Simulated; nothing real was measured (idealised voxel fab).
process module | voxel self aligned contacts
cross-section cut | 260 nm wide | cells 5 nm
A cross-section is a grid of square cells, given in bands from the top down. A band is one or more rows of cells.
Each band's line starts with the height of the band's top and of its bottom, in nm. Then come its materials from left to right, each with its width in nm. One material with "throughout" fills the band from edge to edge. "air" is empty space.
Height 0 is the level under which the wafer as received is all one material. The lowest band goes on downwards, as in "0 down".
A width such as "30 to 40" changes by the same amount from each row of cells to the next, from the band's top row to its bottom row.
"no change" after a step means that no cell of the cross-section changed.
closed voids: empty space of 8 cells or more with no open way to the top, each as width x height at its distance from the left edge, in nm
after a step's settings: what the simulator itself notes on the step
overlay nm, on a step with a mask: how far to the right of its planned place the mask lay; to the left if negative
plan
1 op RECEIVE | material Si
2 op OXIDIZE | depth nm 5
3 op DIRECTIONAL_DEP | material polySi | thk nm 20
4 op DIRECTIONAL_DEP | material SiN | thk nm 20
5 op PATTERN | tone cover | mask id GATE | material resist | width nm 35 | pitch nm 60 | thk nm 15 | overlay nm 0
6 op DIRECTIONAL_ETCH | etch materials SiN | depth nm 20
7 op DIRECTIONAL_ETCH | etch materials polySi | depth nm 20
8 op STRIP | etch materials resist
9 op CONFORMAL_DEP | material SiN | thk nm 5
10 op DIRECTIONAL_ETCH | etch materials SiN | depth nm 5
11 op FILL_DEP | material SiO2 | thk nm 15
12 op CMP | height nm 45
13 op PATTERN | tone open | mask id CONTACT | material resist | width nm 45 | thk nm 15 | overlay nm 0
14 op DIRECTIONAL_ETCH | etch materials SiO2 | depth nm 50
15 op STRIP | etch materials resist
16 op CONFORMAL_DEP | material TiN | thk nm 5
17 op FILL_DEP | material Ru | thk nm 5
18 op CMP | height nm 45
19 op CONFORMAL_DEP | material SiCN | thk nm 5
as received, after step 1
  0 down: Si throughout
  closed voids: none
first wafer at the end, as planned
  50 to 45: SiCN throughout
  45 to 40: SiO2 105 | TiN 20 | Ru 5 | TiN 20 | SiO2 110
  40 to 20: SiO2 75 | SiN 45 | TiN 5 | Ru 5 | TiN 5 | SiN 45 | SiO2 80
  20 to 0: SiO2 75 | SiN 5 | polySi 35 | SiN 5 | TiN 5 | Ru 5 | TiN 5 | SiN 5 | polySi 35 | SiN 5 | SiO2 80
  0 to -5: SiO2 120 | TiN 15 | SiO2 125
  -5 down: Si throughout
  closed voids: none
second wafer at the end: like start, like plan, one mistake
  50 to 45: SiCN throughout
  45 to 40: SiO2 75 | SiN 45 | TiN 15 | SiN 45 | SiO2 80
  40 to 20: SiN throughout
  20 to 0: polySi throughout
  0 to -5: SiO2 throughout
  -5 down: Si throughout
  closed voids: none
what went wrong: step 4 was run twice
at the end the second wafer has, in cells: 9 fewer of Ru | 138 more of SiN | 257 fewer of SiO2 | 24 fewer of TiN | 152 more of polySi
